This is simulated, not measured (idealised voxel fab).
Process module heading - voxel transistor to metal
Square cells of 5 nm make up the cross-section cut, whose width is 190 nm.
Cross-section spec: square-cell grid; bands listed top down; each band is one or more rows.
In this notation a band is specified by the heights of its top and bottom, in that order and in nm, after which its materials appear from left to right, each paired with its width in nm. The word "everywhere" attached to a single material means that material fills the band from edge to edge; the word "empty" stands for empty space.
Beneath 0, the wafer as received is one material, and that level is where height counting begins. The lowest band goes on downward without a bottom; it is written like "0..down".
A width such as "30->40" changes by the same amount from each row of cells to the next, from the band's top row to its bottom row.
The cross-section has no changed cell in any step marked "nothing got changed".
You'll see "Fully closed voids" listing empty spaces that have no way open to the top, as long as they're 8 cells or more; the notation is width x height at distance, where the distance is from the left edge, and all of it is in nm.
Note: text after step settings on the step line = simulator remark on that step.
overlay nm: on a step with a mask, how far right of its planned place the mask lay; negative means left.
**Process steps (planned)**
1. RECEIVE: material Si
2. CONFORMAL_DEP: material SiO2, thk nm 5
3. CONFORMAL_DEP: material SiN, thk nm 10
4. DIRECTIONAL_DEP: material aC, thk nm 10
5. PATTERN: tone cover, mask id ACTIVE, material resist, width nm 115, thk nm 25, overlay nm 0
6. DIRECTIONAL_ETCH: etch materials aC, depth nm 10
7. STRIP: etch materials resist
8. DIRECTIONAL_ETCH: etch materials SiN, depth nm 10
9. DIRECTIONAL_ETCH: etch materials SiO2, depth nm 5
10. DIRECTIONAL_ETCH: etch materials Si, depth nm 35
11. STRIP: etch materials aC
12. FILL_DEP: material SiO2, thk nm 5
13. CMP: height nm 15
14. SELECTIVE_ETCH: etch materials SiO2, depth nm 10
15. STRIP: etch materials SiN
16. SELECTIVE_ETCH: etch materials SiO2, depth nm 5
17. OXIDIZE: depth nm 5
18. DIRECTIONAL_DEP: material polySi, thk nm 25
19. DIRECTIONAL_DEP: material SiCN, thk nm 10
20. MASKED_ETCH: tone cover, mask id GATE, width nm 25, etch materials SiCN, depth nm 20, overlay nm 0
21. MASKED_ETCH: tone cover, mask id GATE, width nm 25, etch materials polySi, depth nm 35, overlay nm 0
22. CONFORMAL_DEP: material SiN, thk nm 10
23. DIRECTIONAL_ETCH: etch materials SiN, depth nm 10
24. DIRECTIONAL_ETCH: etch materials SiO2, depth nm 5
25. EPI: material nSi, thk nm 5
26. FILL_DEP: material SiO2, thk nm 10
27. CMP: height nm 25
28. STRIP: etch materials polySi
29. SELECTIVE_ETCH: etch materials SiO2, depth nm 5
30. CONFORMAL_DEP: material HfO2, thk nm 5
31. CONFORMAL_DEP: material TiN, thk nm 5
32. FILL_DEP: material W, thk nm 5
33. CMP: height nm 20
34. DIRECTIONAL_DEP: material SiO2, thk nm 10
35. PATTERN: tone open, mask id CONTACT, material resist, width nm 20, pitch nm 75, thk nm 20, overlay nm -15
36. DIRECTIONAL_ETCH: etch materials SiO2, depth nm 30
37. STRIP: etch materials resist
38. CONFORMAL_DEP: material TiN, thk nm 5
39. FILL_DEP: material W, thk nm 10
40. CMP: height nm 30
41. DIRECTIONAL_DEP: material TiN, thk nm 5
42. DIRECTIONAL_DEP: material Ru, thk nm 15
43. PATTERN: tone cover, mask id METAL_1, material resist, width nm 20, pitch nm 75, thk nm 15, overlay nm 0
44. DIRECTIONAL_ETCH: etch materials Ru, depth nm 15
45. DIRECTIONAL_ETCH: etch materials TiN, depth nm 5
46. STRIP: etch materials resist
47. CONFORMAL_DEP: material SiN, thk nm 5
48. FILL_DEP: material lowk, thk nm 5
49. CMP: height nm 50
50. CONFORMAL_DEP: material SiN, thk nm 5
What sets these wafers apart? The overlay nm at step 35. They all start alike, and the plan carries the first wafer's value.
**Sectional view: first of several wafers, as received, after step 1**
- 0..down  Si everywhere
- Fully closed voids: none
**Take any row and you have a wafer at the end of the module: how many cells of each material it has gained (+) or lost (-) since it was received, and then its closed voids**
overlay nm -15, +15 HfO2, +24 Ru, -128 Si, +96 SiN, +257 SiO2, +45 TiN, +15 W, +78 lowk, +16 nSi, Fully closed voids: none
overlay nm -10, +15 HfO2, +24 Ru, -128 Si, +96 SiN, +253 SiO2, +45 TiN, +19 W, +78 lowk, +16 nSi, Fully closed voids: none
overlay nm -5, +15 HfO2, +24 Ru, -128 Si, +96 SiN, +249 SiO2, +45 TiN, +23 W, +78 lowk, +16 nSi, Fully closed voids: none
overlay nm 0, +15 HfO2, +24 Ru, -128 Si, +96 SiN, +249 SiO2, +45 TiN, +23 W, +78 lowk, +16 nSi, Fully closed voids: none
overlay nm 5, +15 HfO2, +24 Ru, -128 Si, +96 SiN, +249 SiO2, +45 TiN, +23 W, +78 lowk, +16 nSi, Fully closed voids: none
overlay nm 10, +15 HfO2, +24 Ru, -128 Si, +96 SiN, +253 SiO2, +45 TiN, +19 W, +78 lowk, +16 nSi, Fully closed voids: none
overlay nm 15, +15 HfO2, +24 Ru, -128 Si, +96 SiN, +257 SiO2, +45 TiN, +15 W, +78 lowk, +16 nSi, Fully closed voids: none
